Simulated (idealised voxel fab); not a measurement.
Documented hereafter: the process module known as voxel self aligned vias.
cross-section cut | 140 nm wide | cells 5 nm
Reading order for cross-sections: top band down to bottom band. Underlying form: a grid of square cells. Band size: one or more rows of cells. A band entry consists of two parts. The first gives the height of the band's top and the height of its bottom, in nm. The rest lists the band's materials from left to right, each with its width in nm. A single material labelled with the word "full width" fills the band from edge to edge, and the word "empty" marks empty space. Counting heights begins at 0, where everything beneath is, in the wafer as received, one material. The lowest band has no bottom; it goes on downwards, as "0 -> down" shows. So if you see something like "30..40" for the width, read it as the top row of the band sitting at the first number and the bottom row at the second, with every row in between moving by the same amount as the last. For the purposes of this document, the phrase "nothing got changed" attached to a step denotes that no cell within the cross-section was modified by that step. Listed in "Enclosed cavities": every empty space of 8 or more cells without an open way to the top. Form: width x height at distance, the distance being from the left edge, all in nm. The remark found on a step's line after its settings is issued by the simulator itself and pertains to that step. overlay nm: where the mask lay relative to plan, measured to the right, on steps with a mask; negatives go left.
[Listed below are the process steps as planned]
1) RECEIVE,material Si
2) CONFORMAL_DEP,material SiO2,thk nm 10
3) CONFORMAL_DEP,material SiCN,thk nm 5
4) DIRECTIONAL_DEP,material lowk,thk nm 30
5) PATTERN,tone open,mask id LINES,material resist,width nm 30,pitch nm 55,thk nm 20,overlay nm 0
6) DIRECTIONAL_ETCH,etch materials lowk,depth nm 30
7) STRIP,etch materials resist
8) CONFORMAL_DEP,material TiN,thk nm 5
9) FILL_DEP,material W,thk nm 10
10) CMP,height nm 45
11) SELECTIVE_ETCH,etch materials W Ru TiN,depth nm 5
12) FILL_DEP,material SiN,thk nm 5
13) CMP,height nm 45
14) DIRECTIONAL_DEP,material lowk,thk nm 20
15) DIRECTIONAL_DEP,material aC,thk nm 15
16) PATTERN,tone open,mask id VIAS,material resist,width nm 40,thk nm 30,overlay nm 0
17) DIRECTIONAL_ETCH,etch materials aC,depth nm 15
18) STRIP,etch materials resist
19) DIRECTIONAL_ETCH,etch materials lowk,depth nm 20
20) DIRECTIONAL_ETCH,etch materials SiN,depth nm 5
21) STRIP,etch materials aC
22) CONFORMAL_DEP,material TiN,thk nm 5
23) FILL_DEP,material W,thk nm 5
24) CMP,height nm 65
25) CONFORMAL_DEP,material SiN,thk nm 5
[First wafer, two in total, run as planned]
[The cross-section here shows the wafer as received, i.e. in its state after step 1]
	0 -> down  Si full width
	Enclosed cavities: none
[So this is the wafer cross-section right after step 2]
	10 -> 0  SiO2 full width
	Unchanged below 0.
[So this is the wafer cross-section right after step 3]
	15 -> 10  SiCN full width
	Unchanged below 10.
[So this is the wafer cross-section right after step 4]
	45 -> 15  lowk full width
	Unchanged below 15.
[So this is the wafer cross-section right after step 5]
	65 -> 45  resist 25 nm, then empty 30 nm, then resist 25 nm, then empty 30 nm, then resist 30 nm
	Unchanged below 45.
[So this is the wafer cross-section right after step 6]
	65 -> 45  resist 25 nm, then empty 30 nm, then resist 25 nm, then empty 30 nm, then resist 30 nm
	45 -> 15  lowk 25 nm, then empty 30 nm, then lowk 25 nm, then empty 30 nm, then lowk 30 nm
	Unchanged below 15.
[So this is the wafer cross-section right after step 7]
	45 -> 15  lowk 25 nm, then empty 30 nm, then lowk 25 nm, then empty 30 nm, then lowk 30 nm
	Unchanged below 15.
[So this is the wafer cross-section right after step 8]
	50 -> 45  TiN 30 nm, then empty 20 nm, then TiN 35 nm, then empty 20 nm, then TiN 35 nm
	45 -> 20  lowk 25 nm, then TiN 5 nm, then empty 20 nm, then TiN 5 nm, then lowk 25 nm, then TiN 5 nm, then empty 20 nm, then TiN 5 nm, then lowk 30 nm
	20 -> 15  lowk 25 nm, then TiN 30 nm, then lowk 25 nm, then TiN 30 nm, then lowk 30 nm
	Unchanged below 15.
[So this is the wafer cross-section right after step 9]
	60 -> 50  W full width
	50 -> 45  TiN 30 nm, then W 20 nm, then TiN 35 nm, then W 20 nm, then TiN 35 nm
	45 -> 20  lowk 25 nm, then TiN 5 nm, then W 20 nm, then TiN 5 nm, then lowk 25 nm, then TiN 5 nm, then W 20 nm, then TiN 5 nm, then lowk 30 nm
	Unchanged below 20.
[So this is the wafer cross-section right after step 10]
	45 -> 20  lowk 25 nm, then TiN 5 nm, then W 20 nm, then TiN 5 nm, then lowk 25 nm, then TiN 5 nm, then W 20 nm, then TiN 5 nm, then lowk 30 nm
	Unchanged below 20.
[So this is the wafer cross-section right after step 11]
	45 -> 40  lowk 25 nm, then empty 30 nm, then lowk 25 nm, then empty 30 nm, then lowk 30 nm
	Unchanged below 40.
[So this is the wafer cross-section right after step 12]
	50 -> 45  SiN full width
	45 -> 40  lowk 25 nm, then SiN 30 nm, then lowk 25 nm, then SiN 30 nm, then lowk 30 nm
	Unchanged below 40.
[So this is the wafer cross-section right after step 13]
	45 -> 40  lowk 25 nm, then SiN 30 nm, then lowk 25 nm, then SiN 30 nm, then lowk 30 nm
	Unchanged below 40.
[So this is the wafer cross-section right after step 14]
	65 -> 45  lowk full width
	Unchanged below 45.
[So this is the wafer cross-section right after step 15]
	80 -> 65  aC full width
	Unchanged below 65.
[So this is the wafer cross-section right after step 16]
	110 -> 80  resist 20 nm, then empty 40 nm, then resist 80 nm
	Unchanged below 80.
[So this is the wafer cross-section right after step 17]
	95 -> 80  resist 20 nm, then empty 40 nm, then resist 80 nm
	80 -> 65  aC 20 nm, then empty 40 nm, then aC 80 nm
	Unchanged below 65.
[So this is the wafer cross-section right after step 18]
	80 -> 65  aC 20 nm, then empty 40 nm, then aC 80 nm
	Unchanged below 65.
[So this is the wafer cross-section right after step 19]
	80 -> 65  aC 20 nm, then empty 40 nm, then aC 80 nm
	65 -> 45  lowk 20 nm, then empty 40 nm, then lowk 80 nm
	Unchanged below 45.
[So this is the wafer cross-section right after step 20]
	80 -> 65  aC 20 nm, then empty 40 nm, then aC 80 nm
	65 -> 45  lowk 20 nm, then empty 40 nm, then lowk 80 nm
	45 -> 40  lowk 25 nm, then empty 30 nm, then lowk 25 nm, then SiN 30 nm, then lowk 30 nm
	Unchanged below 40.
[So this is the wafer cross-section right after step 21]
	65 -> 45  lowk 20 nm, then empty 40 nm, then lowk 80 nm
	Unchanged below 45.
[So this is the wafer cross-section right after step 22]
	70 -> 65  TiN 25 nm, then empty 30 nm, then TiN 85 nm
	65 -> 50  lowk 20 nm, then TiN 5 nm, then empty 30 nm, then TiN 5 nm, then lowk 80 nm
	50 -> 45  lowk 20 nm, then TiN 10 nm, then empty 20 nm, then TiN 10 nm, then lowk 80 nm
	45 -> 40  lowk 25 nm, then TiN 30 nm, then lowk 25 nm, then SiN 30 nm, then lowk 30 nm
	Unchanged below 40.
[So this is the wafer cross-section right after step 23]
	75 -> 70  W full width
	70 -> 65  TiN 25 nm, then W 30 nm, then TiN 85 nm
	65 -> 50  lowk 20 nm, then TiN 5 nm, then W 30 nm, then TiN 5 nm, then lowk 80 nm
	50 -> 45  lowk 20 nm, then TiN 10 nm, then W 20 nm, then TiN 10 nm, then lowk 80 nm
	Unchanged below 45.
[So this is the wafer cross-section right after step 24]
	65 -> 50  lowk 20 nm, then TiN 5 nm, then W 30 nm, then TiN 5 nm, then lowk 80 nm
	Unchanged below 50.
[So this is the wafer cross-section right after step 25]
	70 -> 65  SiN full width
	Unchanged below 65.
[Regarding the second of the two wafers: it shared the first wafer's starting condition and process plan, yet one error occurred during its execution. Its history coincides with that of the first wafer up to and including step 4]
[Planned end of step 5: second wafer, cross-section]
	65 -> 45  resist 20 nm, then empty 40 nm, then resist 15 nm, then empty 40 nm, then resist 25 nm
	Unchanged below 45.
[Planned end of step 6: second wafer, cross-section]
	65 -> 45  resist 20 nm, then empty 40 nm, then resist 15 nm, then empty 40 nm, then resist 25 nm
	45 -> 15  lowk 20 nm, then empty 40 nm, then lowk 15 nm, then empty 40 nm, then lowk 25 nm
	Unchanged below 15.
[Planned end of step 7: second wafer, cross-section]
	45 -> 15  lowk 20 nm, then empty 40 nm, then lowk 15 nm, then empty 40 nm, then lowk 25 nm
	Unchanged below 15.
[Planned end of step 8: second wafer, cross-section]
	50 -> 45  TiN 25 nm, then empty 30 nm, then TiN 25 nm, then empty 30 nm, then TiN 30 nm
	45 -> 20  lowk 20 nm, then TiN 5 nm, then empty 30 nm, then TiN 5 nm, then lowk 15 nm, then TiN 5 nm, then empty 30 nm, then TiN 5 nm, then lowk 25 nm
	20 -> 15  lowk 20 nm, then TiN 40 nm, then lowk 15 nm, then TiN 40 nm, then lowk 25 nm
	Unchanged below 15.
[Planned end of step 9: second wafer, cross-section]
	60 -> 50  W full width
	50 -> 45  TiN 25 nm, then W 30 nm, then TiN 25 nm, then W 30 nm, then TiN 30 nm
	45 -> 20  lowk 20 nm, then TiN 5 nm, then W 30 nm, then TiN 5 nm, then lowk 15 nm, then TiN 5 nm, then W 30 nm, then TiN 5 nm, then lowk 25 nm
	Unchanged below 20.
[Planned end of step 10: second wafer, cross-section]
	45 -> 20  lowk 20 nm, then TiN 5 nm, then W 30 nm, then TiN 5 nm, then lowk 15 nm, then TiN 5 nm, then W 30 nm, then TiN 5 nm, then lowk 25 nm
	Unchanged below 20.
[Planned end of step 11: second wafer, cross-section]
	45 -> 40  lowk 20 nm, then empty 40 nm, then lowk 15 nm, then empty 40 nm, then lowk 25 nm
	Unchanged below 40.
[Planned end of step 12: second wafer, cross-section]
	50 -> 45  SiN full width
	45 -> 40  lowk 20 nm, then SiN 40 nm, then lowk 15 nm, then SiN 40 nm, then lowk 25 nm
	Unchanged below 40.
[Planned end of step 13: second wafer, cross-section]
	45 -> 40  lowk 20 nm, then SiN 40 nm, then lowk 15 nm, then SiN 40 nm, then lowk 25 nm
	Unchanged below 40.
[Planned end of step 14: second wafer, cross-section]
	65 -> 45  lowk full width
	Unchanged below 45.
[Planned end of step 15: second wafer, cross-section]
	80 -> 65  aC full width
	Unchanged below 65.
[Planned end of step 16: second wafer, cross-section]
	110 -> 80  resist 20 nm, then empty 40 nm, then resist 80 nm
	Unchanged below 80.
[Planned end of step 17: second wafer, cross-section]
	95 -> 80  resist 20 nm, then empty 40 nm, then resist 80 nm
	80 -> 65  aC 20 nm, then empty 40 nm, then aC 80 nm
	Unchanged below 65.
[Planned end of step 18: second wafer, cross-section]
	80 -> 65  aC 20 nm, then empty 40 nm, then aC 80 nm
	Unchanged below 65.
[Planned end of step 19: second wafer, cross-section]
	80 -> 65  aC 20 nm, then empty 40 nm, then aC 80 nm
	65 -> 45  lowk 20 nm, then empty 40 nm, then lowk 80 nm
	Unchanged below 45.
[Planned end of step 20: second wafer, cross-section]
	80 -> 65  aC 20 nm, then empty 40 nm, then aC 80 nm
	65 -> 45  lowk 20 nm, then empty 40 nm, then lowk 80 nm
	45 -> 40  lowk 20 nm, then empty 40 nm, then lowk 15 nm, then SiN 40 nm, then lowk 25 nm
	Unchanged below 40.
[Planned end of step 21: second wafer, cross-section]
	65 -> 45  lowk 20 nm, then empty 40 nm, then lowk 80 nm
	Unchanged below 45.
[Planned end of step 22: second wafer, cross-section]
	70 -> 65  TiN 25 nm, then empty 30 nm, then TiN 85 nm
	65 -> 45  lowk 20 nm, then TiN 5 nm, then empty 30 nm, then TiN 5 nm, then lowk 80 nm
	45 -> 40  lowk 20 nm, then TiN 40 nm, then lowk 15 nm, then SiN 40 nm, then lowk 25 nm
	Unchanged below 40.
[Planned end of step 23: second wafer, cross-section]
	75 -> 70  W full width
	70 -> 65  TiN 25 nm, then W 30 nm, then TiN 85 nm
	65 -> 45  lowk 20 nm, then TiN 5 nm, then W 30 nm, then TiN 5 nm, then lowk 80 nm
	Unchanged below 45.
[Planned end of step 24: second wafer, cross-section]
	65 -> 45  lowk 20 nm, then TiN 5 nm, then W 30 nm, then TiN 5 nm, then lowk 80 nm
	Unchanged below 45.
[Planned end of step 25: second wafer, cross-section]
	70 -> 65  SiN full width
	Unchanged below 65.
Short version of what went wrong: step 5 ran differently from the plan; actual operation with settings: PATTERN,tone open,mask id LINES,material resist,width nm 40,pitch nm 55,thk nm 20,overlay nm 0
Once processing is complete, comparing cell counts shows that the second wafer has more or fewer of certain materials than the first: SiN: 2 more | TiN: 4 more | W: 18 more | lowk: 24 fewer
